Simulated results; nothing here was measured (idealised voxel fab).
process module | voxel lift off
cross-section cut | 290 nm wide | cells 5 nm
A cross-section is a grid of square cells, given in bands from the top down. A band is one or more rows of cells.
Each band's line starts with the height of the band's top and of its bottom, in nm. Then come its materials from left to right, each with its width in nm. One material with "throughout" fills the band from edge to edge. "air" is empty space.
Height 0 is the level under which the wafer as received is all one material. The lowest band goes on downwards, as in "0 down".
A width such as "30 to 40" changes by the same amount from each row of cells to the next, from the band's top row to its bottom row.
"no change" after a step means that no cell of the cross-section changed.
closed voids: empty space of 8 cells or more with no open way to the top, each as width x height at its distance from the left edge, in nm
after a step's settings: what the simulator itself notes on the step
overlay nm, on a step with a mask: how far to the right of its planned place the mask lay; to the left if negative
plan
1 op RECEIVE | material Si
2 op CONFORMAL_DEP | material SiO2 | thk nm 10
3 op PATTERN | tone open | mask id LINES | material resist | width nm 20 | pitch nm 35 | thk nm 20 | overlay nm 0
4 op DIRECTIONAL_DEP | material Ru | thk nm 10
5 op STRIP | etch materials resist
6 op CONFORMAL_DEP | material SiCN | thk nm 5
as received, after step 1
  0 down: Si throughout
  closed voids: none
a wafer at the end: this start, this plan, one mistake
  25 to 20: air 65 | SiCN 30 | air 5 | SiCN 30 | air 5 | SiCN 30 | air 5 | SiCN 30 | air 90
  20 to 15: air 65 | SiCN 5 | Ru 20 | SiCN 5 | air 5 | SiCN 5 | Ru 20 | SiCN 5 | air 5 | SiCN 5 | Ru 20 | SiCN 5 | air 5 | SiCN 5 | Ru 20 | SiCN 5 | air 90
  15 to 10: SiCN 70 | Ru 20 | SiCN 15 | Ru 20 | SiCN 15 | Ru 20 | SiCN 15 | Ru 20 | SiCN 95
  10 to 0: SiO2 throughout
  0 down: Si throughout
  closed voids: none
what went wrong: step 3 ran as: op PATTERN | tone open | mask id LINES | material resist | width nm 20 | pitch nm 35 | thk nm 20 | overlay nm -10
